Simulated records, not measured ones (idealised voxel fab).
Process module in this document: voxel self aligned vias
Section shown: cut. Width: 300 nm. Cell size: 5 nm, square.
A cross-section is written here as square cells arranged in a grid, and it is given in bands from the top down, each band taking up one or more rows of cells. What a band's entry tells you: where the top is and where the bottom is, as heights in nm, and after that what lies inside, material by material from left to right, each with its width in nm. Empty space is written as the word "empty", and a single material marked with the word "full width" occupies the band from edge to edge. A quick word on heights: they are counted from 0, and under that level the wafer as it came to us is one material throughout. The lowest band is different from the rest in having no bottom; it simply continues downward, written as in "0..down". A two-number width, for instance "30->40", indicates that the width is equal to the first number in the top row of the band and to the second number in the bottom row, and that it changes by a constant amount per row of cells. Take "remains unaltered" at face value: in the step it is given for, the cross-section changed in none of its cells. Heads up: "Sealed void list" only lists the empty pockets with no open path to the top that are 8 cells or more, and it writes them as width x height at distance, distance from the left edge, in nm. Heads up: the bit after the settings on a step's line is the simulator's remark on that step. overlay nm: on a step with a mask, how far right of its planned place the mask lay; negative means left.

The process steps that were planned are listed below:
| 1 | RECEIVE (material Si) |
| 2 | CONFORMAL_DEP (material SiO2; thk nm 15) |
| 3 | CONFORMAL_DEP (material SiCN; thk nm 5) |
| 4 | DIRECTIONAL_DEP (material lowk; thk nm 20) |
| 5 | DIRECTIONAL_DEP (material aC; thk nm 10) |
| 6 | PATTERN (tone open; mask id LINES; material resist; width nm 20; pitch nm 60; thk nm 30; overlay nm 0) |
| 7 | DIRECTIONAL_ETCH (etch materials aC; depth nm 10) |
| 8 | STRIP (etch materials resist) |
| 9 | DIRECTIONAL_ETCH (etch materials lowk; depth nm 20) |
| 10 | STRIP (etch materials aC) |
| 11 | CONFORMAL_DEP (material TiN; thk nm 5) |
| 12 | FILL_DEP (material W; thk nm 5) |
| 13 | CMP (height nm 40) |
| 14 | SELECTIVE_ETCH (etch materials W Ru TiN; depth nm 10) |
| 15 | FILL_DEP (material SiN; thk nm 10) |
| 16 | CMP (height nm 40) |
| 17 | DIRECTIONAL_DEP (material lowk; thk nm 15) |
| 18 | PATTERN (tone open; mask id VIAS; material resist; width nm 40; pitch nm 60; thk nm 20; overlay nm 0) |
| 19 | DIRECTIONAL_ETCH (etch materials lowk; depth nm 15) |
| 20 | DIRECTIONAL_ETCH (etch materials SiN; depth nm 10) |
| 21 | STRIP (etch materials resist) |
| 22 | CONFORMAL_DEP (material TiN; thk nm 5) |
| 23 | FILL_DEP (material W; thk nm 5) |
| 24 | CMP (height nm 55) |
| 25 | CONFORMAL_DEP (material SiN; thk nm 5) |

So this is the incoming wafer in cross-section - it's already been through step 1:
- 0..down  Si full width
- Sealed void list: none

The module was run from the start shown above using the plan shown above, but one mistake was made doing it; the resulting wafer cross-section is below:
- 60..55  SiN full width
- 55..45  W 95 nm | TiN 5 nm | lowk 40 nm | TiN 5 nm | W 10 nm | TiN 5 nm | lowk 40 nm | TiN 5 nm | W 95 nm
- 45..40  TiN 100 nm | lowk 40 nm | TiN 20 nm | lowk 40 nm | TiN 100 nm
- 40..30  lowk 110 nm | SiN 20 nm | lowk 40 nm | SiN 20 nm | lowk 110 nm
- 30..25  lowk 110 nm | TiN 5 nm | W 10 nm | TiN 5 nm | lowk 40 nm | TiN 5 nm | W 10 nm | TiN 5 nm | lowk 110 nm
- 25..20  lowk 110 nm | TiN 20 nm | lowk 40 nm | TiN 20 nm | lowk 110 nm
- 20..15  SiCN full width
- 15..0  SiO2 full width
- 0..down  Si full width
- Sealed void list: none
The mistake made against the process plan was this: contrary to plan, step 18 was performed as PATTERN (tone cover; mask id VIAS; material resist; width nm 40; pitch nm 60; thk nm 20; overlay nm 0)
